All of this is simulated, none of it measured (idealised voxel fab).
The document below concerns the process module designated voxel plated lines.
Cross-section cut spans 185 nm and uses square cells 5 nm in size.
Just so we're on the same page, the cross-sections are grids of square cells, and they're listed out in bands top to bottom, each band one or more rows deep. Within each band entry, the heights of the top and of the bottom of the band appear first, in that order and in nm; the materials of the band then follow from left to right, each with its corresponding width in nm. The designation "full width" on a single material indicates that it fills the band from edge to edge; the designation "empty" indicates empty space. For the purposes of this specification, 0 denotes the height below which the wafer in its as-received condition is composed wholly of one material, and the lowermost band, lacking a lower limit, extends downward without end, as expressed in "top 0, no bottom". Top row gets the first number, bottom row gets the second, and each row in between changes by the same step: that is how a band width like "30..40" works. Where the words "remained the same" appear for a step, the cross-section shows no cell changed by that step; every cell remained as before. "Fully closed voids" specifies each empty space that is not open to the top and that occupies no fewer than 8 cells, using the form width x height at distance, the distance measured from the left edge and all three quantities in nm. On each step's line, the part that comes after the settings is the simulator's own comment on the step. The setting "overlay nm" may be written on the line of a step. When the step uses a mask, the value reports how far to the right of the planned place the mask lay, and a negative value reports that it lay to the left.
Here's what the planned process steps look like
1) RECEIVE: material Si
2) CONFORMAL_DEP: material SiO2, thk nm 10
3) DIRECTIONAL_DEP: material TiN, thk nm 5
4) PATTERN: tone open, mask id LINES, material resist, width nm 15, pitch nm 35, thk nm 30, overlay nm 0
5) EPI: material Ru, thk nm 10
6) EPI: material Ru, thk nm 10
7) STRIP: etch materials resist
8) DIRECTIONAL_ETCH: etch materials TiN, depth nm 5
9) CONFORMAL_DEP: material SiO2, thk nm 5
Step 1 complete: cross-section of the wafer as received
- top 0, no bottom  Si full width
- Fully closed voids: none
Result of the module, cross-sectioned: start per above, plan per above, one error in how it was run
- top 35, bottom 15  empty 30; Ru 15; empty 20; Ru 15; empty 20; Ru 15; empty 20; Ru 15; empty 35
- top 15, bottom 10  empty 30; TiN 15; empty 20; TiN 15; empty 20; TiN 15; empty 20; TiN 15; empty 35
- top 10, bottom 0  SiO2 full width
- top 0, no bottom  Si full width
- Fully closed voids: none
Deviation noted in wafer processing: step 9 of the plan was excluded from execution and never run
